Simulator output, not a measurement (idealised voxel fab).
Documented hereafter: the process module known as voxel air gaps.
Cross-section cut: width 295 nm, square cells of 5 nm.
Heads up, the way a cross-section reads in here is a grid of square cells, handed over as bands from the top down, with every band being one or more rows of cells. Heights first: top, then bottom, in nm. Then materials, left to right, each with a width in nm. "everywhere" on a single material: fills the band edge to edge. "air": empty space. Beneath 0, the wafer as received is one material, and that level is where height counting begins. The lowest band goes on downward without a bottom; it is written like "top 0, no bottom". Think of "30->40" as a width that walks from the first number to the second as you go down the band, top row to bottom row, taking equal-sized steps from row to row. Step note "no alteration" = no cross-section cell changed. If an empty space has no open way to the top and is at least 8 cells in size, "Catalogued sealed voids" lists it, written width x height at distance, where distance is measured from the left edge and every value is in nm. Past the settings on a step's line: simulator remark, on that step. The setting "overlay nm" may be written on the line of a step. When the step uses a mask, the value reports how far to the right of the planned place the mask lay, and a negative value reports that it lay to the left.
**Steps planned for the process**
1: op RECEIVE | material Si
2: op CONFORMAL_DEP | material SiO2 | thk nm 10
3: op CONFORMAL_DEP | material SiCN | thk nm 5
4: op DIRECTIONAL_DEP | material SiO2 | thk nm 30
5: op PATTERN | tone open | mask id LINES | material resist | width nm 25 | pitch nm 55 | thk nm 15 | overlay nm 0
6: op DIRECTIONAL_ETCH | etch materials SiO2 | depth nm 30
7: op STRIP | etch materials resist
8: op CONFORMAL_DEP | material TiN | thk nm 5
9: op FILL_DEP | material Ru | thk nm 5
10: op CMP | height nm 45
11: op EPI | material Ru | thk nm 10
12: op SELECTIVE_ETCH | etch materials SiO2 | depth nm 40
13: op CONFORMAL_DEP | material SiCN | thk nm 5
**First wafer of two (run as planned)**
**Incoming wafer in cross-section (state: after step 1)**
    top 0, no bottom  Si everywhere
    Catalogued sealed voids: none
**after step 2**
    top 10, bottom 0  SiO2 everywhere
    All layers under 0 are left as they were.
**after step 3**
    top 15, bottom 10  SiCN everywhere
    All layers under 10 are left as they were.
**after step 4**
    top 45, bottom 15  SiO2 everywhere
    All layers under 15 are left as they were.
**after step 5**
    top 60, bottom 45  resist 50  air 25  resist 30  air 25  resist 30  air 25  resist 30  air 25  resist 55
    All layers under 45 are left as they were.
**after step 6**
    top 60, bottom 45  resist 50  air 25  resist 30  air 25  resist 30  air 25  resist 30  air 25  resist 55
    top 45, bottom 15  SiO2 50  air 25  SiO2 30  air 25  SiO2 30  air 25  SiO2 30  air 25  SiO2 55
    All layers under 15 are left as they were.
**after step 7**
    top 45, bottom 15  SiO2 50  air 25  SiO2 30  air 25  SiO2 30  air 25  SiO2 30  air 25  SiO2 55
    All layers under 15 are left as they were.
**after step 8**
    top 50, bottom 45  TiN 55  air 15  TiN 40  air 15  TiN 40  air 15  TiN 40  air 15  TiN 60
    top 45, bottom 20  SiO2 50  TiN 5  air 15  TiN 5  SiO2 30  TiN 5  air 15  TiN 5  SiO2 30  TiN 5  air 15  TiN 5  SiO2 30  TiN 5  air 15  TiN 5  SiO2 55
    top 20, bottom 15  SiO2 50  TiN 25  SiO2 30  TiN 25  SiO2 30  TiN 25  SiO2 30  TiN 25  SiO2 55
    All layers under 15 are left as they were.
**after step 9**
    top 55, bottom 50  Ru everywhere
    top 50, bottom 45  TiN 55  Ru 15  TiN 40  Ru 15  TiN 40  Ru 15  TiN 40  Ru 15  TiN 60
    top 45, bottom 20  SiO2 50  TiN 5  Ru 15  TiN 5  SiO2 30  TiN 5  Ru 15  TiN 5  SiO2 30  TiN 5  Ru 15  TiN 5  SiO2 30  TiN 5  Ru 15  TiN 5  SiO2 55
    All layers under 20 are left as they were.
**after step 10**
    top 45, bottom 20  SiO2 50  TiN 5  Ru 15  TiN 5  SiO2 30  TiN 5  Ru 15  TiN 5  SiO2 30  TiN 5  Ru 15  TiN 5  SiO2 30  TiN 5  Ru 15  TiN 5  SiO2 55
    All layers under 20 are left as they were.
**after step 11**
    top 55, bottom 45  air 40  Ru 45  air 10  Ru 45  air 10  Ru 45  air 10  Ru 45  air 45
    All layers under 45 are left as they were.
**after step 12**
    top 55, bottom 45  air 40  Ru 45  air 10  Ru 45  air 10  Ru 45  air 10  Ru 45  air 45
    top 45, bottom 20  air 50  TiN 5  Ru 15  TiN 5  air 30  TiN 5  Ru 15  TiN 5  air 30  TiN 5  Ru 15  TiN 5  air 30  TiN 5  Ru 15  TiN 5  air 55
    top 20, bottom 15  air 50  TiN 25  air 30  TiN 25  air 30  TiN 25  air 30  TiN 25  air 55
    All layers under 15 are left as they were.
**after step 13**
    top 60, bottom 55  air 35  SiCN 220  air 40
    top 55, bottom 45  air 35  SiCN 5  Ru 45  SiCN 10  Ru 45  SiCN 10  Ru 45  SiCN 10  Ru 45  SiCN 5  air 40
    top 45, bottom 40  air 35  SiCN 15  TiN 5  Ru 15  TiN 5  SiCN 30  TiN 5  Ru 15  TiN 5  SiCN 30  TiN 5  Ru 15  TiN 5  SiCN 30  TiN 5  Ru 15  TiN 5  SiCN 15  air 40
    top 40, bottom 20  air 45  SiCN 5  TiN 5  Ru 15  TiN 5  SiCN 5  air 20  SiCN 5  TiN 5  Ru 15  TiN 5  SiCN 5  air 20  SiCN 5  TiN 5  Ru 15  TiN 5  SiCN 5  air 20  SiCN 5  TiN 5  Ru 15  TiN 5  SiCN 5  air 50
    top 20, bottom 15  SiCN 50  TiN 25  SiCN 30  TiN 25  SiCN 30  TiN 25  SiCN 30  TiN 25  SiCN 55
    All layers under 15 are left as they were.
    Catalogued sealed voids: 20 x 20 at 80; 20 x 20 at 135; 20 x 20 at 190
**Second Wafer (Identical Start and Plan, One Processing Error; Matches First Wafer Through Step 2)**
**Second wafer shown in cross-section at the time step 3 was slated to end**
    top 40, bottom 0  SiO2 everywhere
    All layers under 0 are left as they were.
**Second wafer shown in cross-section at the time step 4 was slated to end**
    top 45, bottom 40  SiCN everywhere
    All layers under 40 are left as they were.
**Second wafer shown in cross-section at the time step 5 was slated to end**
    top 60, bottom 45  resist 50  air 25  resist 30  air 25  resist 30  air 25  resist 30  air 25  resist 55
    All layers under 45 are left as they were.
Second wafer shown in cross-section at the time step 6 was slated to end: no alteration
**Second wafer shown in cross-section at the time step 7 was slated to end**
    top 45, bottom 40  SiCN everywhere
    All layers under 40 are left as they were.
**Second wafer shown in cross-section at the time step 8 was slated to end**
    top 50, bottom 45  TiN everywhere
    All layers under 45 are left as they were.
**Second wafer shown in cross-section at the time step 9 was slated to end**
    top 55, bottom 50  Ru everywhere
    All layers under 50 are left as they were.
**Second wafer shown in cross-section at the time step 10 was slated to end**
    top 45, bottom 40  SiCN everywhere
    All layers under 40 are left as they were.
Second wafer shown in cross-section at the time step 11 was slated to end: no alteration
Second wafer shown in cross-section at the time step 12 was slated to end: no alteration
**Second wafer shown in cross-section at the time step 13 was slated to end**
    top 50, bottom 40  SiCN everywhere
    All layers under 40 are left as they were.
Which mistake was made when the wafer was run? the run placed steps 3 and 4 each in the position the plan gave to the other
Cell-count delta at end, second wafer over first, by material: Ru: 132 fewer, SiCN: 96 fewer, SiO2: 354 more, TiN: 60 fewer
At process end, closed voids number 3 in the first wafer and 0 in the second wafer.
